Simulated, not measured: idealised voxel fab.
process module | voxel capacitor over wiring
cross-section cut | 270 nm wide | cells 5 nm
A cross-section is a grid of square cells, given in bands from the top down. A band is one or more rows of cells.
Each band's line starts with the height of the band's top and of its bottom, in nm. Then come its materials from left to right, each with its width in nm. One material with "throughout" fills the band from edge to edge. "air" is empty space.
Height 0 is the level under which the wafer as received is all one material. The lowest band goes on downwards, as in "0 down".
A width such as "30 to 40" changes by the same amount from each row of cells to the next, from the band's top row to its bottom row.
"no change" after a step means that no cell of the cross-section changed.
closed voids: empty space of 8 cells or more with no open way to the top, each as width x height at its distance from the left edge, in nm
after a step's settings: what the simulator itself notes on the step
overlay nm, on a step with a mask: how far to the right of its planned place the mask lay; to the left if negative
plan
1 op RECEIVE | material Si
2 op CONFORMAL_DEP | material SiO2 | thk nm 15
3 op CONFORMAL_DEP | material SiN | thk nm 5
4 op DIRECTIONAL_DEP | material SiO2 | thk nm 20
5 op PATTERN | tone open | mask id METAL_1 | material resist | width nm 30 | pitch nm 90 | thk nm 20 | overlay nm 0
6 op DIRECTIONAL_ETCH | etch materials SiO2 | depth nm 20
7 op DIRECTIONAL_ETCH | etch materials SiN | depth nm 5
8 op STRIP | etch materials resist
9 op CONFORMAL_DEP | material TiN | thk nm 5
10 op FILL_DEP | material Ru | thk nm 10
11 op CMP | height nm 40
12 op EPI | material Ru | thk nm 5
13 op FILL_DEP | material SiCN | thk nm 5
14 op DIRECTIONAL_DEP | material lowk | thk nm 5
15 op DIRECTIONAL_DEP | material aC | thk nm 10
16 op PATTERN | tone open | mask id PLUG_1 | material resist | width nm 15 | thk nm 25 | overlay nm 0
17 op DIRECTIONAL_ETCH | etch materials aC | depth nm 10
18 op STRIP | etch materials resist
19 op DIRECTIONAL_ETCH | etch materials lowk | depth nm 15
20 op DIRECTIONAL_ETCH | etch materials SiCN | depth nm 5
21 op STRIP | etch materials aC
22 op CONFORMAL_DEP | material TiN | thk nm 5
23 op FILL_DEP | material Cu | thk nm 5
24 op CMP | height nm 65
25 op DIRECTIONAL_DEP | material TiN | thk nm 5
26 op DIRECTIONAL_DEP | material Al2O3 | thk nm 5
27 op DIRECTIONAL_DEP | material TiN | thk nm 10
28 op DIRECTIONAL_DEP | material aC | thk nm 15
29 op PATTERN | tone cover | mask id UPPER_PLATE | material resist | width nm 65 | thk nm 35 | overlay nm 0
30 op DIRECTIONAL_ETCH | etch materials aC | depth nm 15
31 op STRIP | etch materials resist
32 op DIRECTIONAL_ETCH | etch materials TiN | depth nm 10
33 op DIRECTIONAL_ETCH | etch materials Al2O3 | depth nm 5
34 op STRIP | etch materials aC
35 op PATTERN | tone cover | mask id LOWER_PLATE | material resist | width nm 75 | thk nm 20 | overlay nm 0
36 op DIRECTIONAL_ETCH | etch materials TiN | depth nm 5
37 op STRIP | etch materials resist
38 op FILL_DEP | material SiO2 | thk nm 15
39 op CMP | height nm 95
40 op MASKED_ETCH | tone open | mask id PLUG_2 | width nm 15 | etch materials SiO2 | depth nm 10 | overlay nm 0
41 op CONFORMAL_DEP | material TiN | thk nm 5
42 op FILL_DEP | material Cu | thk nm 10
43 op CMP | height nm 95
44 op CONFORMAL_DEP | material SiCN | thk nm 5
varied across the wafers: thk nm of step 14. The plan shows the first wafer's value. All wafers start alike
first wafer as received, after step 1
  0 down: Si throughout
  closed voids: none
each wafer at the end: cells of each material gained (+) or lost (-) since it was received, then its closed voids
thk nm 5 | +13 Al2O3 | +57 Cu | +48 Ru | +143 SiCN | +42 SiN | +594 SiO2 | +132 TiN | +51 lowk | closed voids: none
thk nm 10 | +13 Al2O3 | +4 Cu | +48 Ru | +143 SiCN | +42 SiN | +594 SiO2 | +134 TiN | +102 lowk | closed voids: none
thk nm 15 | +13 Al2O3 | +4 Cu | +48 Ru | +143 SiCN | +42 SiN | +594 SiO2 | +83 TiN | +153 lowk | closed voids: none
thk nm 20 | +13 Al2O3 | +2 Cu | +48 Ru | +146 SiCN | +42 SiN | +594 SiO2 | +79 TiN | +156 lowk | closed voids: none
thk nm 25 | +13 Al2O3 | +1 Cu | +48 Ru | +146 SiCN | +42 SiN | +594 SiO2 | +77 TiN | +159 lowk | closed voids: none
thk nm 30 | +13 Al2O3 | +1 Cu | +48 Ru | +146 SiCN | +42 SiN | +594 SiO2 | +74 TiN | +162 lowk | closed voids: none
